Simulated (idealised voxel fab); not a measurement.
process module | voxel capacitor over wiring
cross-section cut | 140 nm wide | cells 5 nm
A cross-section is a grid of square cells, given in bands from the top down. A band is one or more rows of cells.
Each band's line starts with the height of the band's top and of its bottom, in nm. Then come its materials from left to right, each with its width in nm. One material with "throughout" fills the band from edge to edge. "air" is empty space.
Height 0 is the level under which the wafer as received is all one material. The lowest band goes on downwards, as in "0 down".
A width such as "30 to 40" changes by the same amount from each row of cells to the next, from the band's top row to its bottom row.
"no change" after a step means that no cell of the cross-section changed.
closed voids: empty space of 8 cells or more with no open way to the top, each as width x height at its distance from the left edge, in nm
after a step's settings: what the simulator itself notes on the step
overlay nm, on a step with a mask: how far to the right of its planned place the mask lay; to the left if negative
plan
1 op RECEIVE | material Si
2 op CONFORMAL_DEP | material SiO2 | thk nm 10
3 op CONFORMAL_DEP | material SiN | thk nm 5
4 op DIRECTIONAL_DEP | material lowk | thk nm 20
5 op MASKED_ETCH | tone open | mask id METAL_1 | width nm 20 | pitch nm 85 | etch materials lowk | depth nm 20 | overlay nm 0
6 op MASKED_ETCH | tone open | mask id METAL_1 | width nm 20 | pitch nm 85 | etch materials SiN | depth nm 5 | overlay nm 0
7 op CONFORMAL_DEP | material TiN | thk nm 5
8 op FILL_DEP | material Ru | thk nm 10
9 op CMP | height nm 35
10 op CONFORMAL_DEP | material SiCN | thk nm 5
11 op DIRECTIONAL_DEP | material SiO2 | thk nm 10
12 op MASKED_ETCH | tone open | mask id PLUG_1 | width nm 15 | etch materials SiO2 | depth nm 10 | overlay nm 0
13 op MASKED_ETCH | tone open | mask id PLUG_1 | width nm 15 | etch materials SiCN | depth nm 5 | overlay nm 0
14 op EPI | material Ru | thk nm 10
15 op EPI | material Ru | thk nm 5
16 op DIRECTIONAL_DEP | material TiN | thk nm 5
17 op DIRECTIONAL_DEP | material SiN | thk nm 5
18 op DIRECTIONAL_DEP | material TiN | thk nm 10
19 op DIRECTIONAL_DEP | material aC | thk nm 10
20 op PATTERN | tone cover | mask id UPPER_PLATE | material resist | width nm 70 | thk nm 30 | overlay nm 0
21 op DIRECTIONAL_ETCH | etch materials aC | depth nm 10
22 op STRIP | etch materials resist
23 op DIRECTIONAL_ETCH | etch materials TiN | depth nm 10
24 op DIRECTIONAL_ETCH | etch materials SiN | depth nm 5
25 op STRIP | etch materials aC
26 op DIRECTIONAL_DEP | material aC | thk nm 15
27 op PATTERN | tone cover | mask id LOWER_PLATE | material resist | width nm 80 | thk nm 35 | overlay nm 0
28 op DIRECTIONAL_ETCH | etch materials aC | depth nm 15
29 op STRIP | etch materials resist
30 op DIRECTIONAL_ETCH | etch materials TiN | depth nm 5
31 op STRIP | etch materials aC
32 op FILL_DEP | material SiO2 | thk nm 15
33 op CMP | height nm 80
34 op PATTERN | tone open | mask id PLUG_2 | material resist | width nm 15 | thk nm 15 | overlay nm 0
35 op DIRECTIONAL_ETCH | etch materials SiO2 | depth nm 10
36 op STRIP | etch materials resist
37 op CONFORMAL_DEP | material TiN | thk nm 5
38 op FILL_DEP | material Cu | thk nm 10
39 op CMP | height nm 80
40 op CONFORMAL_DEP | material SiN | thk nm 5
as received, after step 1
  0 down: Si throughout
  closed voids: none
a wafer at the end: this start, this plan, one mistake
  85 to 80: SiN throughout
  80 to 75: SiO2 30 | TiN 5 | Cu 5 | TiN 5 | SiO2 95
  75 to 70: SiO2 30 | TiN 15 | SiO2 95
  70 to 65: SiO2 throughout
  65 to 55: SiO2 20 | TiN 70 | SiO2 50
  55 to 50: SiO2 15 | TiN 80 | SiO2 45
  50 to 40: SiO2 20 | Ru 15 | SiO2 105
  40 to 35: SiCN 20 | Ru 15 | SiCN 105
  35 to 15: lowk 15 | TiN 5 | Ru 10 | TiN 5 | lowk 65 | TiN 5 | Ru 10 | TiN 5 | lowk 20
  15 to 10: SiN 15 | TiN 20 | SiN 65 | TiN 20 | SiN 20
  10 to 0: SiO2 throughout
  0 down: Si throughout
  closed voids: none
what went wrong: step 17 was left out
